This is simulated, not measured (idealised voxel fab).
process module | voxel wiring stack
cross-section cut | 145 nm wide | cells 5 nm
A cross-section is a grid of square cells, given in bands from the top down. A band is one or more rows of cells.
Each band's line starts with the height of the band's top and of its bottom, in nm. Then come its materials from left to right, each with its width in nm. One material with "throughout" fills the band from edge to edge. "air" is empty space.
Height 0 is the level under which the wafer as received is all one material. The lowest band goes on downwards, as in "0 down".
A width such as "30 to 40" changes by the same amount from each row of cells to the next, from the band's top row to its bottom row.
"no change" after a step means that no cell of the cross-section changed.
closed voids: empty space of 8 cells or more with no open way to the top, each as width x height at its distance from the left edge, in nm
after a step's settings: what the simulator itself notes on the step
overlay nm, on a step with a mask: how far to the right of its planned place the mask lay; to the left if negative
plan
1 op RECEIVE | material Si
2 op CONFORMAL_DEP | material SiO2 | thk nm 15
3 op DIRECTIONAL_DEP | material TiN | thk nm 5
4 op DIRECTIONAL_DEP | material W | thk nm 15
5 op MASKED_ETCH | tone cover | mask id METAL_1 | width nm 30 | pitch nm 60 | etch materials W | depth nm 15 | overlay nm 0
6 op MASKED_ETCH | tone cover | mask id METAL_1 | width nm 30 | pitch nm 60 | etch materials TiN | depth nm 5 | overlay nm 0
7 op FILL_DEP | material SiO2 | thk nm 5
8 op CMP | height nm 35
9 op CONFORMAL_DEP | material SiCN | thk nm 5
10 op DIRECTIONAL_DEP | material SiO2 | thk nm 10
11 op MASKED_ETCH | tone open | mask id PLUG_1 | width nm 15 | etch materials SiO2 | depth nm 10 | overlay nm 0
12 op MASKED_ETCH | tone open | mask id PLUG_1 | width nm 15 | etch materials SiCN | depth nm 5 | overlay nm 0
13 op CONFORMAL_DEP | material TiN | thk nm 5
14 op FILL_DEP | material Cu | thk nm 5
15 op CMP | height nm 50
16 op CONFORMAL_DEP | material SiN | thk nm 5
17 op DIRECTIONAL_DEP | material lowk | thk nm 15
18 op MASKED_ETCH | tone open | mask id METAL_2 | width nm 30 | pitch nm 60 | etch materials lowk | depth nm 15 | overlay nm 0
19 op MASKED_ETCH | tone open | mask id METAL_2 | width nm 30 | pitch nm 60 | etch materials SiN | depth nm 5 | overlay nm 0
20 op CONFORMAL_DEP | material TiN | thk nm 5
21 op FILL_DEP | material Cu | thk nm 10
22 op CMP | height nm 70
23 op CONFORMAL_DEP | material SiCN | thk nm 5
24 op DIRECTIONAL_DEP | material lowk | thk nm 30
25 op MASKED_ETCH | tone open | mask id METAL_3 | width nm 30 | pitch nm 60 | etch materials lowk | depth nm 15 | overlay nm 0
26 op MASKED_ETCH | tone open | mask id METAL_3_HOLES | width nm 15 | etch materials lowk | depth nm 15 | overlay nm 0
27 op MASKED_ETCH | tone open | mask id METAL_3_HOLES | width nm 15 | etch materials SiCN | depth nm 5 | overlay nm 0
28 op CONFORMAL_DEP | material TiN | thk nm 5
29 op FILL_DEP | material Cu | thk nm 10
30 op CMP | height nm 105
31 op CONFORMAL_DEP | material SiCN | thk nm 5
32 op DIRECTIONAL_DEP | material lowk | thk nm 10
33 op DIRECTIONAL_DEP | material aC | thk nm 15
34 op PATTERN | tone open | mask id PLUG_3 | material resist | width nm 15 | thk nm 30 | overlay nm 0
35 op DIRECTIONAL_ETCH | etch materials aC | depth nm 15
36 op STRIP | etch materials resist
37 op DIRECTIONAL_ETCH | etch materials lowk | depth nm 10
38 op DIRECTIONAL_ETCH | etch materials SiCN | depth nm 5
39 op STRIP | etch materials aC
40 op EPI | material Ru | thk nm 10
41 op EPI | material Ru | thk nm 5
42 op DIRECTIONAL_DEP | material TiN | thk nm 5
43 op DIRECTIONAL_DEP | material W | thk nm 15
44 op PATTERN | tone cover | mask id METAL_4 | material resist | width nm 30 | pitch nm 60 | thk nm 20 | overlay nm 0
45 op DIRECTIONAL_ETCH | etch materials W | depth nm 15
46 op DIRECTIONAL_ETCH | etch materials TiN | depth nm 5
47 op STRIP | etch materials resist
48 op FILL_DEP | material SiO2 | thk nm 5
49 op CMP | height nm 140
50 op CONFORMAL_DEP | material SiCN | thk nm 5
first wafer, as planned
as received, after step 1
  0 down: Si throughout
  closed voids: none
after step 2
  15 to 0: SiO2 throughout
  below 0: unchanged
after step 3
  20 to 15: TiN throughout
  below 15: unchanged
after step 4
  35 to 20: W throughout
  below 20: unchanged
after step 5
  35 to 20: air 25 | W 30 | air 30 | W 30 | air 30
  below 20: unchanged
after step 6
  35 to 20: air 25 | W 30 | air 30 | W 30 | air 30
  20 to 15: air 25 | TiN 30 | air 30 | TiN 30 | air 30
  below 15: unchanged
after step 7
  40 to 35: SiO2 throughout
  35 to 20: SiO2 25 | W 30 | SiO2 30 | W 30 | SiO2 30
  20 to 15: SiO2 25 | TiN 30 | SiO2 30 | TiN 30 | SiO2 30
  below 15: unchanged
after step 8
  35 to 20: SiO2 25 | W 30 | SiO2 30 | W 30 | SiO2 30
  below 20: unchanged
after step 9
  40 to 35: SiCN throughout
  below 35: unchanged
after step 10
  50 to 40: SiO2 throughout
  below 40: unchanged
after step 11
  50 to 40: SiO2 25 | air 15 | SiO2 105
  below 40: unchanged
after step 12
  50 to 40: SiO2 25 | air 15 | SiO2 105
  40 to 35: SiCN 25 | air 15 | SiCN 105
  below 35: unchanged
after step 13
  55 to 50: TiN 30 | air 5 | TiN 110
  50 to 40: SiO2 25 | TiN 5 | air 5 | TiN 5 | SiO2 105
  40 to 35: SiCN 25 | TiN 15 | SiCN 105
  below 35: unchanged
after step 14
  60 to 55: Cu throughout
  55 to 50: TiN 30 | Cu 5 | TiN 110
  50 to 40: SiO2 25 | TiN 5 | Cu 5 | TiN 5 | SiO2 105
  below 40: unchanged
after step 15
  50 to 40: SiO2 25 | TiN 5 | Cu 5 | TiN 5 | SiO2 105
  below 40: unchanged
after step 16
  55 to 50: SiN throughout
  below 50: unchanged
after step 17
  70 to 55: lowk throughout
  below 55: unchanged
after step 18
  70 to 55: lowk 25 | air 30 | lowk 30 | air 30 | lowk 30
  below 55: unchanged
after step 19
  70 to 55: lowk 25 | air 30 | lowk 30 | air 30 | lowk 30
  55 to 50: SiN 25 | air 30 | SiN 30 | air 30 | SiN 30
  below 50: unchanged
after step 20
  75 to 70: TiN 30 | air 20 | TiN 40 | air 20 | TiN 35
  70 to 55: lowk 25 | TiN 5 | air 20 | TiN 5 | lowk 30 | TiN 5 | air 20 | TiN 5 | lowk 30
  55 to 50: SiN 25 | TiN 30 | SiN 30 | TiN 30 | SiN 30
  below 50: unchanged
after step 21
  85 to 75: Cu throughout
  75 to 70: TiN 30 | Cu 20 | TiN 40 | Cu 20 | TiN 35
  70 to 55: lowk 25 | TiN 5 | Cu 20 | TiN 5 | lowk 30 | TiN 5 | Cu 20 | TiN 5 | lowk 30
  below 55: unchanged
after step 22
  70 to 55: lowk 25 | TiN 5 | Cu 20 | TiN 5 | lowk 30 | TiN 5 | Cu 20 | TiN 5 | lowk 30
  below 55: unchanged
after step 23
  75 to 70: SiCN throughout
  below 70: unchanged
after step 24
  105 to 75: lowk throughout
  below 75: unchanged
after step 25
  105 to 90: lowk 25 | air 30 | lowk 30 | air 30 | lowk 30
  below 90: unchanged
after step 26
  105 to 90: lowk 25 | air 30 | lowk 30 | air 30 | lowk 30
  90 to 75: lowk 25 | air 15 | lowk 105
  below 75: unchanged
after step 27
  105 to 90: lowk 25 | air 30 | lowk 30 | air 30 | lowk 30
  90 to 75: lowk 25 | air 15 | lowk 105
  75 to 70: SiCN 25 | air 15 | SiCN 105
  below 70: unchanged
after step 28
  110 to 105: TiN 30 | air 20 | TiN 40 | air 20 | TiN 35
  105 to 95: lowk 25 | TiN 5 | air 20 | TiN 5 | lowk 30 | TiN 5 | air 20 | TiN 5 | lowk 30
  95 to 90: lowk 25 | TiN 5 | air 5 | TiN 20 | lowk 30 | TiN 30 | lowk 30
  90 to 75: lowk 25 | TiN 5 | air 5 | TiN 5 | lowk 105
  75 to 70: SiCN 25 | TiN 15 | SiCN 105
  below 70: unchanged
after step 29
  120 to 110: Cu throughout
  110 to 105: TiN 30 | Cu 20 | TiN 40 | Cu 20 | TiN 35
  105 to 95: lowk 25 | TiN 5 | Cu 20 | TiN 5 | lowk 30 | TiN 5 | Cu 20 | TiN 5 | lowk 30
  95 to 90: lowk 25 | TiN 5 | Cu 5 | TiN 20 | lowk 30 | TiN 30 | lowk 30
  90 to 75: lowk 25 | TiN 5 | Cu 5 | TiN 5 | lowk 105
  below 75: unchanged
after step 30
  105 to 95: lowk 25 | TiN 5 | Cu 20 | TiN 5 | lowk 30 | TiN 5 | Cu 20 | TiN 5 | lowk 30
  below 95: unchanged
after step 31
  110 to 105: SiCN throughout
  below 105: unchanged
after step 32
  120 to 110: lowk throughout
  below 110: unchanged
after step 33
  135 to 120: aC throughout
  below 120: unchanged
after step 34
  165 to 135: resist 25 | air 15 | resist 105
  below 135: unchanged
after step 35
  150 to 135: resist 25 | air 15 | resist 105
  135 to 120: aC 25 | air 15 | aC 105
  below 120: unchanged
after step 36
  135 to 120: aC 25 | air 15 | aC 105
  below 120: unchanged
after step 37
  135 to 120: aC 25 | air 15 | aC 105
  120 to 110: lowk 25 | air 15 | lowk 105
  below 110: unchanged
after step 38
  135 to 120: aC 25 | air 15 | aC 105
  120 to 110: lowk 25 | air 15 | lowk 105
  110 to 105: SiCN 25 | air 15 | SiCN 105
  below 105: unchanged
after step 39
  120 to 110: lowk 25 | air 15 | lowk 105
  below 110: unchanged
after step 40
  120 to 115: lowk 25 | air 15 | lowk 105
  115 to 110: lowk 25 | Ru 15 | lowk 105
  110 to 105: SiCN 25 | Ru 15 | SiCN 105
  below 105: unchanged
after step 41
  120 to 110: lowk 25 | Ru 15 | lowk 105
  below 110: unchanged
after step 42
  125 to 120: TiN throughout
  below 120: unchanged
after step 43
  140 to 125: W throughout
  below 125: unchanged
after step 44
  160 to 140: air 25 | resist 30 | air 30 | resist 30 | air 30
  below 140: unchanged
after step 45
  160 to 140: air 25 | resist 30 | air 30 | resist 30 | air 30
  140 to 125: air 25 | W 30 | air 30 | W 30 | air 30
  below 125: unchanged
after step 46
  160 to 140: air 25 | resist 30 | air 30 | resist 30 | air 30
  140 to 125: air 25 | W 30 | air 30 | W 30 | air 30
  125 to 120: air 25 | TiN 30 | air 30 | TiN 30 | air 30
  below 120: unchanged
after step 47
  140 to 125: air 25 | W 30 | air 30 | W 30 | air 30
  below 125: unchanged
after step 48
  145 to 140: SiO2 throughout
  140 to 125: SiO2 25 | W 30 | SiO2 30 | W 30 | SiO2 30
  125 to 120: SiO2 25 | TiN 30 | SiO2 30 | TiN 30 | SiO2 30
  below 120: unchanged
after step 49
  140 to 125: SiO2 25 | W 30 | SiO2 30 | W 30 | SiO2 30
  below 125: unchanged
after step 50
  145 to 140: SiCN throughout
  below 140: unchanged
second wafer: like start, like plan, one mistake. Through step 17 it matches the first wafer
when step 18 should have ended
  70 to 55: air 25 | lowk 30 | air 30 | lowk 30 | air 30
  below 55: unchanged
when step 19 should have ended: no change
when step 20 should have ended
  75 to 70: air 20 | TiN 40 | air 20 | TiN 40 | air 25
  70 to 60: air 20 | TiN 5 | lowk 30 | TiN 5 | air 20 | TiN 5 | lowk 30 | TiN 5 | air 25
  60 to 55: TiN 25 | lowk 30 | TiN 30 | lowk 30 | TiN 30
  below 55: unchanged
when step 21 should have ended
  85 to 75: Cu throughout
  75 to 70: Cu 20 | TiN 40 | Cu 20 | TiN 40 | Cu 25
  70 to 60: Cu 20 | TiN 5 | lowk 30 | TiN 5 | Cu 20 | TiN 5 | lowk 30 | TiN 5 | Cu 25
  below 60: unchanged
when step 22 should have ended
  70 to 60: Cu 20 | TiN 5 | lowk 30 | TiN 5 | Cu 20 | TiN 5 | lowk 30 | TiN 5 | Cu 25
  below 60: unchanged
when step 23 should have ended
  75 to 70: SiCN throughout
  below 70: unchanged
when step 24 should have ended
  105 to 75: lowk throughout
  below 75: unchanged
when step 25 should have ended
  105 to 90: lowk 25 | air 30 | lowk 30 | air 30 | lowk 30
  below 90: unchanged
when step 26 should have ended
  105 to 90: lowk 25 | air 30 | lowk 30 | air 30 | lowk 30
  90 to 75: lowk 25 | air 15 | lowk 105
  below 75: unchanged
when step 27 should have ended
  105 to 90: lowk 25 | air 30 | lowk 30 | air 30 | lowk 30
  90 to 75: lowk 25 | air 15 | lowk 105
  75 to 70: SiCN 25 | air 15 | SiCN 105
  below 70: unchanged
when step 28 should have ended
  110 to 105: TiN 30 | air 20 | TiN 40 | air 20 | TiN 35
  105 to 95: lowk 25 | TiN 5 | air 20 | TiN 5 | lowk 30 | TiN 5 | air 20 | TiN 5 | lowk 30
  95 to 90: lowk 25 | TiN 5 | air 5 | TiN 20 | lowk 30 | TiN 30 | lowk 30
  90 to 75: lowk 25 | TiN 5 | air 5 | TiN 5 | lowk 105
  75 to 70: SiCN 25 | TiN 15 | SiCN 105
  below 70: unchanged
when step 29 should have ended
  120 to 110: Cu throughout
  110 to 105: TiN 30 | Cu 20 | TiN 40 | Cu 20 | TiN 35
  105 to 95: lowk 25 | TiN 5 | Cu 20 | TiN 5 | lowk 30 | TiN 5 | Cu 20 | TiN 5 | lowk 30
  95 to 90: lowk 25 | TiN 5 | Cu 5 | TiN 20 | lowk 30 | TiN 30 | lowk 30
  90 to 75: lowk 25 | TiN 5 | Cu 5 | TiN 5 | lowk 105
  below 75: unchanged
when step 30 should have ended
  105 to 95: lowk 25 | TiN 5 | Cu 20 | TiN 5 | lowk 30 | TiN 5 | Cu 20 | TiN 5 | lowk 30
  below 95: unchanged
when step 31 should have ended
  110 to 105: SiCN throughout
  below 105: unchanged
when step 32 should have ended
  120 to 110: lowk throughout
  below 110: unchanged
when step 33 should have ended
  135 to 120: aC throughout
  below 120: unchanged
when step 34 should have ended
  165 to 135: resist 25 | air 15 | resist 105
  below 135: unchanged
when step 35 should have ended
  150 to 135: resist 25 | air 15 | resist 105
  135 to 120: aC 25 | air 15 | aC 105
  below 120: unchanged
when step 36 should have ended
  135 to 120: aC 25 | air 15 | aC 105
  below 120: unchanged
when step 37 should have ended
  135 to 120: aC 25 | air 15 | aC 105
  120 to 110: lowk 25 | air 15 | lowk 105
  below 110: unchanged
when step 38 should have ended
  135 to 120: aC 25 | air 15 | aC 105
  120 to 110: lowk 25 | air 15 | lowk 105
  110 to 105: SiCN 25 | air 15 | SiCN 105
  below 105: unchanged
when step 39 should have ended
  120 to 110: lowk 25 | air 15 | lowk 105
  below 110: unchanged
when step 40 should have ended
  120 to 115: lowk 25 | air 15 | lowk 105
  115 to 110: lowk 25 | Ru 15 | lowk 105
  110 to 105: SiCN 25 | Ru 15 | SiCN 105
  below 105: unchanged
when step 41 should have ended
  120 to 110: lowk 25 | Ru 15 | lowk 105
  below 110: unchanged
when step 42 should have ended
  125 to 120: TiN throughout
  below 120: unchanged
when step 43 should have ended
  140 to 125: W throughout
  below 125: unchanged
when step 44 should have ended
  160 to 140: air 25 | resist 30 | air 30 | resist 30 | air 30
  below 140: unchanged
when step 45 should have ended
  160 to 140: air 25 | resist 30 | air 30 | resist 30 | air 30
  140 to 125: air 25 | W 30 | air 30 | W 30 | air 30
  below 125: unchanged
when step 46 should have ended
  160 to 140: air 25 | resist 30 | air 30 | resist 30 | air 30
  140 to 125: air 25 | W 30 | air 30 | W 30 | air 30
  125 to 120: air 25 | TiN 30 | air 30 | TiN 30 | air 30
  below 120: unchanged
when step 47 should have ended
  140 to 125: air 25 | W 30 | air 30 | W 30 | air 30
  below 125: unchanged
when step 48 should have ended
  145 to 140: SiO2 throughout
  140 to 125: SiO2 25 | W 30 | SiO2 30 | W 30 | SiO2 30
  125 to 120: SiO2 25 | TiN 30 | SiO2 30 | TiN 30 | SiO2 30
  below 120: unchanged
when step 49 should have ended
  140 to 125: SiO2 25 | W 30 | SiO2 30 | W 30 | SiO2 30
  below 125: unchanged
when step 50 should have ended
  145 to 140: SiCN throughout
  below 140: unchanged
what went wrong: step 18 ran as: op MASKED_ETCH | tone cover | mask id METAL_2 | width nm 30 | pitch nm 60 | etch materials lowk | depth nm 15 | overlay nm 0
at the end the second wafer has, in cells: 2 more of Cu | 12 more of SiN | 1 more of TiN | 15 fewer of lowk
